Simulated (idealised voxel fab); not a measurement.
Process module, titled voxel self aligned vias
Xsec cut, 190 nm wide, square cell size 5 nm.
When this document writes out a cross-section, it uses a grid of square cells and lists it as bands, beginning at the top and moving down, with a band standing for one or more rows of cells.
Read a band's entry like this: the first values are the height of its top and the height of its bottom in nm, and what follows is the sequence of materials from left to right, each with its width in nm. Note that "empty" is empty space, and that a single material marked "throughout" reaches across the band from edge to edge.
All heights in this document are referenced to 0, defined as the level beneath which the wafer, as received, consists entirely of one material. The lowest band is not bounded below; it extends indefinitely downward and is written in the form "0 -> down".
Think of "30 to 40" as a width that walks from the first number to the second as you go down the band, top row to bottom row, taking equal-sized steps from row to row.
A step reported as "identical to before" is a step in which no cell of the cross-section changed.
"Enclosed void list" - sealed voids, min. 8 cells, no opening to top; format: width x height at distance (distance from left edge; nm throughout).
Past the settings on a step's line: simulator remark, on that step.
The line of a step may include "overlay nm". On a step with a mask, this value is how far to the right of its planned place the mask lay. A negative value means the mask lay to the left.
This section lists the process steps that were planned
1) RECEIVE | material Si
2) CONFORMAL_DEP | material SiO2 | thk nm 10
3) CONFORMAL_DEP | material SiCN | thk nm 5
4) DIRECTIONAL_DEP | material SiO2 | thk nm 25
5) PATTERN | tone open | mask id LINES | material resist | width nm 25 | pitch nm 70 | thk nm 15 | overlay nm 0
6) DIRECTIONAL_ETCH | etch materials SiO2 | depth nm 25
7) STRIP | etch materials resist
8) CONFORMAL_DEP | material TiN | thk nm 5
9) FILL_DEP | material W | thk nm 10
10) CMP | height nm 40
11) SELECTIVE_ETCH | etch materials W Ru TiN | depth nm 5
12) FILL_DEP | material SiN | thk nm 5
13) CMP | height nm 40
14) DIRECTIONAL_DEP | material SiO2 | thk nm 20
15) MASKED_ETCH | tone open | mask id VIAS | width nm 45 | etch materials SiO2 | depth nm 20 | overlay nm 0
16) MASKED_ETCH | tone open | mask id VIAS | width nm 45 | etch materials SiN | depth nm 5 | overlay nm 0
17) CONFORMAL_DEP | material TiN | thk nm 5
18) FILL_DEP | material Ru | thk nm 5
19) CMP | height nm 60
20) CONFORMAL_DEP | material SiCN | thk nm 5
Delivered wafer in cross-section: state after step 1
  0 -> down  Si throughout
  Enclosed void list: none
The first of the two wafers as seen in cross-section once the module was finished; processing followed the plan
  65 -> 60  SiCN throughout
  60 -> 45  SiO2 35 nm | TiN 5 nm | Ru 35 nm | TiN 5 nm | SiO2 110 nm
  45 -> 40  SiO2 35 nm | TiN 15 nm | Ru 15 nm | TiN 15 nm | SiO2 110 nm
  40 -> 35  SiO2 45 nm | TiN 25 nm | SiO2 45 nm | SiN 25 nm | SiO2 50 nm
  35 -> 20  SiO2 45 nm | TiN 5 nm | W 15 nm | TiN 5 nm | SiO2 45 nm | TiN 5 nm | W 15 nm | TiN 5 nm | SiO2 50 nm
  20 -> 15  SiO2 45 nm | TiN 25 nm | SiO2 45 nm | TiN 25 nm | SiO2 50 nm
  15 -> 10  SiCN throughout
  10 -> 0  SiO2 throughout
  0 -> down  Si throughout
  Enclosed void list: none
This cross-section belongs to the second wafer of two at the end of the module; the start and the plan were shared with the first, and the run included one mistake
  65 -> 60  SiCN throughout
  60 -> 45  SiO2 35 nm | TiN 5 nm | Ru 35 nm | TiN 5 nm | SiO2 110 nm
  45 -> 40  SiO2 35 nm | TiN 15 nm | Ru 15 nm | TiN 15 nm | SiO2 110 nm
  40 -> 35  SiO2 45 nm | TiN 25 nm | SiO2 45 nm | SiN 25 nm | SiO2 50 nm
  35 -> 20  SiO2 45 nm | TiN 5 nm | W 15 nm | TiN 5 nm | SiO2 45 nm | TiN 5 nm | W 15 nm | TiN 5 nm | SiO2 50 nm
  20 -> 15  SiO2 45 nm | TiN 25 nm | SiO2 45 nm | TiN 25 nm | SiO2 50 nm
  15 -> 5  SiO2 throughout
  5 -> 0  SiCN throughout
  0 -> down  Si throughout
  Enclosed void list: none
Plan not followed: the executed order of steps 2 and 3 is the reverse of that specified in the plan, each step having taken the other's position
Final wafers compared: equal cell tally per material, rearranged layout.
